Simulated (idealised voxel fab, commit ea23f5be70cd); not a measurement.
The document below concerns the process module designated voxel ribs on slabs.
Displayed cross-section: cut, width of 285 nm, square cells sized 5 nm.
We lay out every cross-section as a grid of square cells and spell it out in bands from the top down, where one band means one or more rows of cells. Band: top and bottom heights (nm) first, top before bottom; then materials from left to right, widths in nm. "all across" marks a sole material filling the band edge to edge. "air" denotes empty space. It should be noted that heights are counted from 0, beneath which the wafer as supplied is of one material throughout, and that the lowest band possesses no lower boundary but continues downward, as written in "0..down". When a width is written as two numbers, as in "30..40", the first number is the width in the top row of cells of the band and the second is the width in its bottom row, and the width changes by the same amount from each row to the next. You'll sometimes find "changes: none" written for a step, and that's the way of saying that nowhere in the cross-section did a cell change during that step. Under "Closed-off voids" you'll find the enclosed gaps, the ones with no way out to the top, that are 8 cells or bigger; each reads width x height at distance, with distance counted from the left edge, everything in nm. Where a step's line continues beyond its settings, the continuation is a remark by the simulator itself on that step. The line of a step may include "overlay nm". On a step with a mask, this value is how far to the right of its planned place the mask lay. A negative value means the mask lay to the left.
**Here's what the planned process steps look like**
step 1: RECEIVE, material Si
step 2: DIRECTIONAL_DEP, material SiO2, thk nm 20
step 3: DIRECTIONAL_DEP, material SiN, thk nm 20
step 4: MASKED_ETCH, tone cover, mask id RIB, width nm 20, etch materials SiN, depth nm 10, overlay nm 0
step 5: PATTERN, tone cover, mask id SLAB, material resist, width nm 60, thk nm 20, overlay nm 0
step 6: DIRECTIONAL_ETCH, etch materials SiN, depth nm 10
step 7: STRIP, etch materials resist
step 8: FILL_DEP, material SiO2, thk nm 20
step 9: CMP, height nm 55
step 10: DIRECTIONAL_DEP, material W, thk nm 10
step 11: MASKED_ETCH, tone cover, mask id HEATER, width nm 30, etch materials W, depth nm 10, overlay nm 0
step 12: CONFORMAL_DEP, material SiO2, thk nm 10
**Cross-section of the wafer as it came to us, i.e., already through step 1**
  0..down = Si all across
  Closed-off voids: none
**End state of the module in cross-section, given the above starting point and plan and one mistake in execution**
  75..70 = 115 air  50 SiO2  120 air
  70..65 = SiO2 all across
  65..60 = 125 SiO2  30 W  130 SiO2
  60..55 = W all across
  55..40 = SiO2 all across
  40..30 = 130 SiO2  20 SiN  135 SiO2
  30..20 = 110 SiO2  60 SiN  115 SiO2
  20..0 = SiO2 all across
  0..down = Si all across
  Closed-off voids: none
Nonconformance to the process plan: not per plan at step 11, really ran MASKED_ETCH, tone cover, mask id HEATER, width nm 30, etch materials W, depth nm 5, overlay nm 0
